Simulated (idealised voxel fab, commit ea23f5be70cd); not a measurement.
Process module heading - voxel ribs on slabs
This is section cut - it's 240 nm across, gridded in 5 nm square cells.
This document writes a cross-section as a grid whose cells are square, and gives it as bands, listed from the top down; one or more rows of cells form a band.
The band entry comprises the height of the band's top followed by the height of its bottom, expressed in nm, and subsequently the band's materials from left to right, each stated together with its width in nm. Where a single material is marked with the word "all across", that material fills the band from edge to edge. The word "empty" represents empty space.
Note: height 0 marks the level under which the wafer is uniformly one material as received. Lowest band unbounded below, written "0 nm and below".
It should be noted that a width expressed as "30..40" varies in equal increments from row to row of cells within the band, taking the value of the first number at the top row and that of the second number at the bottom row.
A step reported as "nothing different" is a step in which no cell of the cross-section changed.
"Sealed internal voids" means: voids of 8 cells or more that are shut off from the top with no open way through. Written width x height at distance, distance from the left edge, in nm.
after a step's settings: what the simulator itself notes on the step
"overlay nm" denotes, for a step that has a mask, the displacement of the mask to the right of its planned place, with negative values corresponding to the left.

## Steps in the process plan
- 1: RECEIVE | material Si
- 2: DIRECTIONAL_DEP | material SiO2 | thk nm 30
- 3: DIRECTIONAL_DEP | material SiN | thk nm 25
- 4: DIRECTIONAL_DEP | material aC | thk nm 10
- 5: PATTERN | tone cover | mask id RIB | material resist | width nm 25 | thk nm 25 | overlay nm 0
- 6: DIRECTIONAL_ETCH | etch materials aC | depth nm 10
- 7: STRIP | etch materials resist
- 8: DIRECTIONAL_ETCH | etch materials SiN | depth nm 10
- 9: STRIP | etch materials aC
- 10: PATTERN | tone cover | mask id SLAB | material resist | width nm 85 | thk nm 20 | overlay nm 0
- 11: DIRECTIONAL_ETCH | etch materials SiN | depth nm 15
- 12: STRIP | etch materials resist
- 13: FILL_DEP | material SiO2 | thk nm 30
- 14: CMP | height nm 75
- 15: DIRECTIONAL_DEP | material W | thk nm 10
- 16: DIRECTIONAL_DEP | material aC | thk nm 15
- 17: PATTERN | tone cover | mask id HEATER | material resist | width nm 35 | thk nm 35 | overlay nm -15
- 18: DIRECTIONAL_ETCH | etch materials aC | depth nm 15
- 19: STRIP | etch materials resist
- 20: DIRECTIONAL_ETCH | etch materials W | depth nm 10
- 21: STRIP | etch materials aC
- 22: CONFORMAL_DEP | material SiN | thk nm 10
Where the wafers of this document differ is in the overlay nm of step 17; they start out the same, and the plan states the value that applied to the first wafer.

## Sectional view: first of several wafers, as received, after step 1
  0 nm and below | Si all across
  Sealed internal voids: none

## Tabulated below, wafer by wafer, are the end-of-module results: for each material, the number of cells gained (+) or lost (-) relative to the as-received state, followed by the closed voids
overlay nm -15; +165 SiN; +659 SiO2; +14 W; Sealed internal voids: none
overlay nm -10; +165 SiN; +659 SiO2; +14 W; Sealed internal voids: none
overlay nm -5; +165 SiN; +659 SiO2; +14 W; Sealed internal voids: none
overlay nm 0; +165 SiN; +659 SiO2; +14 W; Sealed internal voids: none
overlay nm 5; +165 SiN; +659 SiO2; +14 W; Sealed internal voids: none
overlay nm 10; +165 SiN; +659 SiO2; +14 W; Sealed internal voids: none
overlay nm 15; +165 SiN; +659 SiO2; +14 W; Sealed internal voids: none
